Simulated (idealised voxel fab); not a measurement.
This is a process module. Its name is voxel trench capacitor.
The cross-section shown here is cut; it is 160 nm wide and divided into square cells measuring 5 nm on a side.
A cross-section is written here as square cells arranged in a grid, and it is given in bands from the top down, each band taking up one or more rows of cells. It is stipulated that each band's entry specify, in nanometres, the height of the top of the band and then that of its bottom, followed by the materials of the band in left-to-right sequence, each together with its width in nanometres. A single material marked by the word "everywhere" is understood to fill the band from edge to edge; the word "blank" is understood to denote empty space. For the purposes of this specification, 0 denotes the height below which the wafer in its as-received condition is composed wholly of one material, and the lowermost band, lacking a lower limit, extends downward without end, as expressed in "from 0 down". Top row gets the first number, bottom row gets the second, and each row in between changes by the same step: that is how a band width like "30 to 40" works. No cell of the cross-section changed in a step that is given as "same as before". In the "Closed internal voids" entry, you get each enclosed empty space of 8 cells or more, one with no open way to the top, written width x height at distance, distance from the left edge, in nm. after a step's settings: what the simulator itself notes on the step. overlay nm: for a step with a mask, the amount by which the mask lay right of where it was planned; a negative amount means left of it.

# Steps in the process plan
1: RECEIVE, material Si
2: CONFORMAL_DEP, material SiN, thk nm 5
3: PATTERN, tone open, mask id TRENCH, material resist, width nm 30, pitch nm 50, thk nm 20, overlay nm 0
4: DIRECTIONAL_ETCH, etch materials SiN, depth nm 5
5: DIRECTIONAL_ETCH, etch materials Si, depth nm 25
6: STRIP, etch materials resist
7: CONFORMAL_DEP, material Al2O3, thk nm 5
8: CONFORMAL_DEP, material TiN, thk nm 5
9: FILL_DEP, material W, thk nm 10
10: CMP, height nm 5

# So, the first of our two wafers, run just as we planned it

# Wafer at receipt (post step 1), cross-section
  from 0 down = Si everywhere
  Closed internal voids: none

# Presented here is a cross-section of the wafer after step 2 has been performed
  from 5 to 0 = SiN everywhere
  Note: structure below 0 unchanged.

# Presented here is a cross-section of the wafer after step 3 has been performed
  from 25 to 5 = resist 15 / blank 30 / resist 20 / blank 30 / resist 20 / blank 30 / resist 15
  Note: structure below 5 unchanged.

# Presented here is a cross-section of the wafer after step 4 has been performed
  from 25 to 5 = resist 15 / blank 30 / resist 20 / blank 30 / resist 20 / blank 30 / resist 15
  from 5 to 0 = SiN 15 / blank 30 / SiN 20 / blank 30 / SiN 20 / blank 30 / SiN 15
  Note: structure below 0 unchanged.

# Presented here is a cross-section of the wafer after step 5 has been performed
  from 25 to 5 = resist 15 / blank 30 / resist 20 / blank 30 / resist 20 / blank 30 / resist 15
  from 5 to 0 = SiN 15 / blank 30 / SiN 20 / blank 30 / SiN 20 / blank 30 / SiN 15
  from 0 to -25 = Si 15 / blank 30 / Si 20 / blank 30 / Si 20 / blank 30 / Si 15
  Note: structure below -25 unchanged.

# Presented here is a cross-section of the wafer after step 6 has been performed
  from 5 to 0 = SiN 15 / blank 30 / SiN 20 / blank 30 / SiN 20 / blank 30 / SiN 15
  Note: structure below 0 unchanged.

# Presented here is a cross-section of the wafer after step 7 has been performed
  from 10 to 5 = Al2O3 20 / blank 20 / Al2O3 30 / blank 20 / Al2O3 30 / blank 20 / Al2O3 20
  from 5 to 0 = SiN 15 / Al2O3 5 / blank 20 / Al2O3 5 / SiN 20 / Al2O3 5 / blank 20 / Al2O3 5 / SiN 20 / Al2O3 5 / blank 20 / Al2O3 5 / SiN 15
  from 0 to -20 = Si 15 / Al2O3 5 / blank 20 / Al2O3 5 / Si 20 / Al2O3 5 / blank 20 / Al2O3 5 / Si 20 / Al2O3 5 / blank 20 / Al2O3 5 / Si 15
  from -20 to -25 = Si 15 / Al2O3 30 / Si 20 / Al2O3 30 / Si 20 / Al2O3 30 / Si 15
  Note: structure below -25 unchanged.

# Presented here is a cross-section of the wafer after step 8 has been performed
  from 15 to 10 = TiN 25 / blank 10 / TiN 40 / blank 10 / TiN 40 / blank 10 / TiN 25
  from 10 to 5 = Al2O3 20 / TiN 5 / blank 10 / TiN 5 / Al2O3 30 / TiN 5 / blank 10 / TiN 5 / Al2O3 30 / TiN 5 / blank 10 / TiN 5 / Al2O3 20
  from 5 to 0 = SiN 15 / Al2O3 5 / TiN 5 / blank 10 / TiN 5 / Al2O3 5 / SiN 20 / Al2O3 5 / TiN 5 / blank 10 / TiN 5 / Al2O3 5 / SiN 20 / Al2O3 5 / TiN 5 / blank 10 / TiN 5 / Al2O3 5 / SiN 15
  from 0 to -15 = Si 15 / Al2O3 5 / TiN 5 / blank 10 / TiN 5 / Al2O3 5 / Si 20 / Al2O3 5 / TiN 5 / blank 10 / TiN 5 / Al2O3 5 / Si 20 / Al2O3 5 / TiN 5 / blank 10 / TiN 5 / Al2O3 5 / Si 15
  from -15 to -20 = Si 15 / Al2O3 5 / TiN 20 / Al2O3 5 / Si 20 / Al2O3 5 / TiN 20 / Al2O3 5 / Si 20 / Al2O3 5 / TiN 20 / Al2O3 5 / Si 15
  Note: structure below -20 unchanged.

# Presented here is a cross-section of the wafer after step 9 has been performed
  from 25 to 15 = W everywhere
  from 15 to 10 = TiN 25 / W 10 / TiN 40 / W 10 / TiN 40 / W 10 / TiN 25
  from 10 to 5 = Al2O3 20 / TiN 5 / W 10 / TiN 5 / Al2O3 30 / TiN 5 / W 10 / TiN 5 / Al2O3 30 / TiN 5 / W 10 / TiN 5 / Al2O3 20
  from 5 to 0 = SiN 15 / Al2O3 5 / TiN 5 / W 10 / TiN 5 / Al2O3 5 / SiN 20 / Al2O3 5 / TiN 5 / W 10 / TiN 5 / Al2O3 5 / SiN 20 / Al2O3 5 / TiN 5 / W 10 / TiN 5 / Al2O3 5 / SiN 15
  from 0 to -15 = Si 15 / Al2O3 5 / TiN 5 / W 10 / TiN 5 / Al2O3 5 / Si 20 / Al2O3 5 / TiN 5 / W 10 / TiN 5 / Al2O3 5 / Si 20 / Al2O3 5 / TiN 5 / W 10 / TiN 5 / Al2O3 5 / Si 15
  Note: structure below -15 unchanged.

# Presented here is a cross-section of the wafer after step 10 has been performed
  from 5 to 0 = SiN 15 / Al2O3 5 / TiN 5 / W 10 / TiN 5 / Al2O3 5 / SiN 20 / Al2O3 5 / TiN 5 / W 10 / TiN 5 / Al2O3 5 / SiN 20 / Al2O3 5 / TiN 5 / W 10 / TiN 5 / Al2O3 5 / SiN 15
  Note: structure below 0 unchanged.

# Wafer two of two - same starting point, same process plan, one mistake in execution; matches wafer one up to and including step 6

# Cross-section of the second wafer at the time by which step 7 should have been completed according to the plan
  from 10 to 5 = TiN 20 / blank 20 / TiN 30 / blank 20 / TiN 30 / blank 20 / TiN 20
  from 5 to 0 = SiN 15 / TiN 5 / blank 20 / TiN 5 / SiN 20 / TiN 5 / blank 20 / TiN 5 / SiN 20 / TiN 5 / blank 20 / TiN 5 / SiN 15
  from 0 to -20 = Si 15 / TiN 5 / blank 20 / TiN 5 / Si 20 / TiN 5 / blank 20 / TiN 5 / Si 20 / TiN 5 / blank 20 / TiN 5 / Si 15
  from -20 to -25 = Si 15 / TiN 30 / Si 20 / TiN 30 / Si 20 / TiN 30 / Si 15
  Note: structure below -25 unchanged.

# Cross-section of the second wafer at the time by which step 8 should have been completed according to the plan
  from 15 to 5 = TiN 25 / blank 10 / TiN 40 / blank 10 / TiN 40 / blank 10 / TiN 25
  from 5 to 0 = SiN 15 / TiN 10 / blank 10 / TiN 10 / SiN 20 / TiN 10 / blank 10 / TiN 10 / SiN 20 / TiN 10 / blank 10 / TiN 10 / SiN 15
  from 0 to -15 = Si 15 / TiN 10 / blank 10 / TiN 10 / Si 20 / TiN 10 / blank 10 / TiN 10 / Si 20 / TiN 10 / blank 10 / TiN 10 / Si 15
  from -15 to -25 = Si 15 / TiN 30 / Si 20 / TiN 30 / Si 20 / TiN 30 / Si 15
  Note: structure below -25 unchanged.

# Cross-section of the second wafer at the time by which step 9 should have been completed according to the plan
  from 25 to 15 = W everywhere
  from 15 to 5 = TiN 25 / W 10 / TiN 40 / W 10 / TiN 40 / W 10 / TiN 25
  from 5 to 0 = SiN 15 / TiN 10 / W 10 / TiN 10 / SiN 20 / TiN 10 / W 10 / TiN 10 / SiN 20 / TiN 10 / W 10 / TiN 10 / SiN 15
  from 0 to -15 = Si 15 / TiN 10 / W 10 / TiN 10 / Si 20 / TiN 10 / W 10 / TiN 10 / Si 20 / TiN 10 / W 10 / TiN 10 / Si 15
  Note: structure below -15 unchanged.

# Cross-section of the second wafer at the time by which step 10 should have been completed according to the plan
  from 5 to 0 = SiN 15 / TiN 10 / W 10 / TiN 10 / SiN 20 / TiN 10 / W 10 / TiN 10 / SiN 20 / TiN 10 / W 10 / TiN 10 / SiN 15
  Note: structure below 0 unchanged.
The mistake made against the process plan was this: step 7 was run on a setting that differed from the plan, and what really ran there is CONFORMAL_DEP, material TiN, thk nm 5
Final difference in cells, second wafer against first, listed per material as more or fewer: Al2O3 -48, TiN +48
